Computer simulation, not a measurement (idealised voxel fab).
The process module presented herein is designated voxel self aligned vias.
Section shown: cut. Width: 295 nm. Cell size: 5 nm, square.
A cross-section in this document is a grid of square cells, and it is written down as bands, the top band listed before the ones below it; a band is made up of one or more rows of cells.
Each band's line starts with the height of the band's top and of its bottom, in nm. Then come its materials from left to right, each with its width in nm. One material with "everywhere" fills the band from edge to edge. "air" is empty space.
Height reference: 0 = level under which incoming wafer is all one material. Lowest band: no bottom, runs on downward, e.g. "top 0, no bottom".
Quick explanation for "30 to 40": the width changes in equal steps down the rows of cells, from the first number in the band's top row to the second number in its bottom row.
"identical to before" (step): cross-section cells unchanged, all of them.
The label "Enclosed internal voids" introduces a list of the empty spaces, 8 cells or larger, that have no open way up to the top; each entry in it reads width x height at distance, where the distance is taken from the left edge and all three are stated in nm.
Step line, after settings: the simulator's comment on this step.
overlay nm: right-of-plan distance of the mask on a masked step; negative values mean left-of-plan.

# Set out below are the planned steps of the process
1,RECEIVE (material Si)
2,CONFORMAL_DEP (material SiO2; thk nm 10)
3,CONFORMAL_DEP (material SiCN; thk nm 5)
4,DIRECTIONAL_DEP (material lowk; thk nm 30)
5,DIRECTIONAL_DEP (material aC; thk nm 15)
6,PATTERN (tone open; mask id LINES; material resist; width nm 30; pitch nm 70; thk nm 35; overlay nm 0)
7,DIRECTIONAL_ETCH (etch materials aC; depth nm 15)
8,STRIP (etch materials resist)
9,DIRECTIONAL_ETCH (etch materials lowk; depth nm 30)
10,STRIP (etch materials aC)
11,CONFORMAL_DEP (material TiN; thk nm 5)
12,FILL_DEP (material W; thk nm 10)
13,CMP (height nm 45)
14,SELECTIVE_ETCH (etch materials W Ru TiN; depth nm 10)
15,FILL_DEP (material SiN; thk nm 10)
16,CMP (height nm 45)
17,DIRECTIONAL_DEP (material lowk; thk nm 20)
18,PATTERN (tone open; mask id VIAS; material resist; width nm 40; thk nm 15; overlay nm 0)
19,DIRECTIONAL_ETCH (etch materials lowk; depth nm 20)
20,DIRECTIONAL_ETCH (etch materials SiN; depth nm 10)
21,STRIP (etch materials resist)
22,CONFORMAL_DEP (material TiN; thk nm 5)
23,FILL_DEP (material W; thk nm 5)
24,CMP (height nm 65)
25,CONFORMAL_DEP (material SiCN; thk nm 5)

# So, the first of our two wafers, run just as we planned it

# Cross-section, incoming material, after step 1
	top 0, no bottom  Si everywhere
	Enclosed internal voids: none

# Cross-section of the wafer after step 2
	top 10, bottom 0  SiO2 everywhere
	Heights below 0 show no change.

# Cross-section of the wafer after step 3
	top 15, bottom 10  SiCN everywhere
	Heights below 10 show no change.

# Cross-section of the wafer after step 4
	top 45, bottom 15  lowk everywhere
	Heights below 15 show no change.

# Cross-section of the wafer after step 5
	top 60, bottom 45  aC everywhere
	Heights below 45 show no change.

# Cross-section of the wafer after step 6
	top 95, bottom 60  95 of resist / 30 of air / 40 of resist / 30 of air / 100 of resist
	Heights below 60 show no change.

# Cross-section of the wafer after step 7
	top 80, bottom 60  95 of resist / 30 of air / 40 of resist / 30 of air / 100 of resist
	top 60, bottom 45  95 of aC / 30 of air / 40 of aC / 30 of air / 100 of aC
	Heights below 45 show no change.

# Cross-section of the wafer after step 8
	top 60, bottom 45  95 of aC / 30 of air / 40 of aC / 30 of air / 100 of aC
	Heights below 45 show no change.

# Cross-section of the wafer after step 9
	top 60, bottom 45  95 of aC / 30 of air / 40 of aC / 30 of air / 100 of aC
	top 45, bottom 15  95 of lowk / 30 of air / 40 of lowk / 30 of air / 100 of lowk
	Heights below 15 show no change.

# Cross-section of the wafer after step 10
	top 45, bottom 15  95 of lowk / 30 of air / 40 of lowk / 30 of air / 100 of lowk
	Heights below 15 show no change.

# Cross-section of the wafer after step 11
	top 50, bottom 45  100 of TiN / 20 of air / 50 of TiN / 20 of air / 105 of TiN
	top 45, bottom 20  95 of lowk / 5 of TiN / 20 of air / 5 of TiN / 40 of lowk / 5 of TiN / 20 of air / 5 of TiN / 100 of lowk
	top 20, bottom 15  95 of lowk / 30 of TiN / 40 of lowk / 30 of TiN / 100 of lowk
	Heights below 15 show no change.

# Cross-section of the wafer after step 12
	top 60, bottom 50  W everywhere
	top 50, bottom 45  100 of TiN / 20 of W / 50 of TiN / 20 of W / 105 of TiN
	top 45, bottom 20  95 of lowk / 5 of TiN / 20 of W / 5 of TiN / 40 of lowk / 5 of TiN / 20 of W / 5 of TiN / 100 of lowk
	Heights below 20 show no change.

# Cross-section of the wafer after step 13
	top 45, bottom 20  95 of lowk / 5 of TiN / 20 of W / 5 of TiN / 40 of lowk / 5 of TiN / 20 of W / 5 of TiN / 100 of lowk
	Heights below 20 show no change.

# Cross-section of the wafer after step 14
	top 45, bottom 35  95 of lowk / 30 of air / 40 of lowk / 30 of air / 100 of lowk
	Heights below 35 show no change.

# Cross-section of the wafer after step 15
	top 55, bottom 45  SiN everywhere
	top 45, bottom 35  95 of lowk / 30 of SiN / 40 of lowk / 30 of SiN / 100 of lowk
	Heights below 35 show no change.

# Cross-section of the wafer after step 16
	top 45, bottom 35  95 of lowk / 30 of SiN / 40 of lowk / 30 of SiN / 100 of lowk
	Heights below 35 show no change.

# Cross-section of the wafer after step 17
	top 65, bottom 45  lowk everywhere
	Heights below 45 show no change.

# Cross-section of the wafer after step 18
	top 80, bottom 65  90 of resist / 40 of air / 165 of resist
	Heights below 65 show no change.

# Cross-section of the wafer after step 19
	top 80, bottom 65  90 of resist / 40 of air / 165 of resist
	top 65, bottom 45  90 of lowk / 40 of air / 165 of lowk
	Heights below 45 show no change.

# Cross-section of the wafer after step 20
	top 80, bottom 65  90 of resist / 40 of air / 165 of resist
	top 65, bottom 45  90 of lowk / 40 of air / 165 of lowk
	top 45, bottom 35  95 of lowk / 30 of air / 40 of lowk / 30 of SiN / 100 of lowk
	Heights below 35 show no change.

# Cross-section of the wafer after step 21
	top 65, bottom 45  90 of lowk / 40 of air / 165 of lowk
	Heights below 45 show no change.

# Cross-section of the wafer after step 22
	top 70, bottom 65  95 of TiN / 30 of air / 170 of TiN
	top 65, bottom 50  90 of lowk / 5 of TiN / 30 of air / 5 of TiN / 165 of lowk
	top 50, bottom 45  90 of lowk / 10 of TiN / 20 of air / 10 of TiN / 165 of lowk
	top 45, bottom 40  95 of lowk / 5 of TiN / 20 of air / 5 of TiN / 40 of lowk / 30 of SiN / 100 of lowk
	top 40, bottom 35  95 of lowk / 30 of TiN / 40 of lowk / 30 of SiN / 100 of lowk
	Heights below 35 show no change.

# Cross-section of the wafer after step 23
	top 75, bottom 70  W everywhere
	top 70, bottom 65  95 of TiN / 30 of W / 170 of TiN
	top 65, bottom 50  90 of lowk / 5 of TiN / 30 of W / 5 of TiN / 165 of lowk
	top 50, bottom 45  90 of lowk / 10 of TiN / 20 of W / 10 of TiN / 165 of lowk
	top 45, bottom 40  95 of lowk / 5 of TiN / 20 of W / 5 of TiN / 40 of lowk / 30 of SiN / 100 of lowk
	Heights below 40 show no change.

# Cross-section of the wafer after step 24
	top 65, bottom 50  90 of lowk / 5 of TiN / 30 of W / 5 of TiN / 165 of lowk
	Heights below 50 show no change.

# Cross-section of the wafer after step 25
	top 70, bottom 65  SiCN everywhere
	Heights below 65 show no change.

# Second wafer. Start and plan as for the first. One mistake made in running. Agrees with the first up to and including step 5

# Second wafer: cross-section at the scheduled end of step 6
	top 95, bottom 60  95 of air / 30 of resist / 40 of air / 30 of resist / 100 of air
	Heights below 60 show no change.

# Second wafer: cross-section at the scheduled end of step 7
	top 80, bottom 60  95 of air / 30 of resist / 40 of air / 30 of resist / 100 of air
	top 60, bottom 45  95 of air / 30 of aC / 40 of air / 30 of aC / 100 of air
	Heights below 45 show no change.

# Second wafer: cross-section at the scheduled end of step 8
	top 60, bottom 45  95 of air / 30 of aC / 40 of air / 30 of aC / 100 of air
	Heights below 45 show no change.

# Second wafer: cross-section at the scheduled end of step 9
	top 60, bottom 45  95 of air / 30 of aC / 40 of air / 30 of aC / 100 of air
	top 45, bottom 15  95 of air / 30 of lowk / 40 of air / 30 of lowk / 100 of air
	Heights below 15 show no change.

# Second wafer: cross-section at the scheduled end of step 10
	top 45, bottom 15  95 of air / 30 of lowk / 40 of air / 30 of lowk / 100 of air
	Heights below 15 show no change.

# Second wafer: cross-section at the scheduled end of step 11
	top 50, bottom 45  90 of air / 40 of TiN / 30 of air / 40 of TiN / 95 of air
	top 45, bottom 20  90 of air / 5 of TiN / 30 of lowk / 5 of TiN / 30 of air / 5 of TiN / 30 of lowk / 5 of TiN / 95 of air
	top 20, bottom 15  95 of TiN / 30 of lowk / 40 of TiN / 30 of lowk / 100 of TiN
	Heights below 15 show no change.

# Second wafer: cross-section at the scheduled end of step 12
	top 60, bottom 50  W everywhere
	top 50, bottom 45  90 of W / 40 of TiN / 30 of W / 40 of TiN / 95 of W
	top 45, bottom 20  90 of W / 5 of TiN / 30 of lowk / 5 of TiN / 30 of W / 5 of TiN / 30 of lowk / 5 of TiN / 95 of W
	Heights below 20 show no change.

# Second wafer: cross-section at the scheduled end of step 13
	top 45, bottom 20  90 of W / 5 of TiN / 30 of lowk / 5 of TiN / 30 of W / 5 of TiN / 30 of lowk / 5 of TiN / 95 of W
	Heights below 20 show no change.

# Second wafer: cross-section at the scheduled end of step 14
	top 45, bottom 35  95 of air / 30 of lowk / 40 of air / 30 of lowk / 100 of air
	Heights below 35 show no change.

# Second wafer: cross-section at the scheduled end of step 15
	top 55, bottom 45  SiN everywhere
	top 45, bottom 35  95 of SiN / 30 of lowk / 40 of SiN / 30 of lowk / 100 of SiN
	Heights below 35 show no change.

# Second wafer: cross-section at the scheduled end of step 16
	top 45, bottom 35  95 of SiN / 30 of lowk / 40 of SiN / 30 of lowk / 100 of SiN
	Heights below 35 show no change.

# Second wafer: cross-section at the scheduled end of step 17
	top 65, bottom 45  lowk everywhere
	Heights below 45 show no change.

# Second wafer: cross-section at the scheduled end of step 18
	top 80, bottom 65  90 of resist / 40 of air / 165 of resist
	Heights below 65 show no change.

# Second wafer: cross-section at the scheduled end of step 19
	top 80, bottom 65  90 of resist / 40 of air / 165 of resist
	top 65, bottom 45  90 of lowk / 40 of air / 165 of lowk
	Heights below 45 show no change.

# Second wafer: cross-section at the scheduled end of step 20
	top 80, bottom 65  90 of resist / 40 of air / 165 of resist
	top 65, bottom 45  90 of lowk / 40 of air / 165 of lowk
	top 45, bottom 35  90 of SiN / 5 of air / 30 of lowk / 5 of air / 35 of SiN / 30 of lowk / 100 of SiN
	Heights below 35 show no change.

# Second wafer: cross-section at the scheduled end of step 21
	top 65, bottom 45  90 of lowk / 40 of air / 165 of lowk
	Heights below 45 show no change.

# Second wafer: cross-section at the scheduled end of step 22
	top 70, bottom 65  95 of TiN / 30 of air / 170 of TiN
	top 65, bottom 50  90 of lowk / 5 of TiN / 30 of air / 5 of TiN / 165 of lowk
	top 50, bottom 45  90 of lowk / 40 of TiN / 165 of lowk
	top 45, bottom 35  90 of SiN / 5 of TiN / 30 of lowk / 5 of TiN / 35 of SiN / 30 of lowk / 100 of SiN
	Heights below 35 show no change.

# Second wafer: cross-section at the scheduled end of step 23
	top 75, bottom 70  W everywhere
	top 70, bottom 65  95 of TiN / 30 of W / 170 of TiN
	top 65, bottom 50  90 of lowk / 5 of TiN / 30 of W / 5 of TiN / 165 of lowk
	Heights below 50 show no change.

# Second wafer: cross-section at the scheduled end of step 24
	top 65, bottom 50  90 of lowk / 5 of TiN / 30 of W / 5 of TiN / 165 of lowk
	Heights below 50 show no change.

# Second wafer: cross-section at the scheduled end of step 25
	top 70, bottom 65  SiCN everywhere
	Heights below 65 show no change.
So what did we get wrong on this run? planned and actual differ for step 6; actual: PATTERN (tone cover; mask id LINES; material resist; width nm 30; pitch nm 70; thk nm 35; overlay nm 0)
FYI, end of process, the second wafer has more or fewer cells of some materials than the first: SiN: 78 more, TiN: 35 more, W: 97 more, lowk: 210 fewer
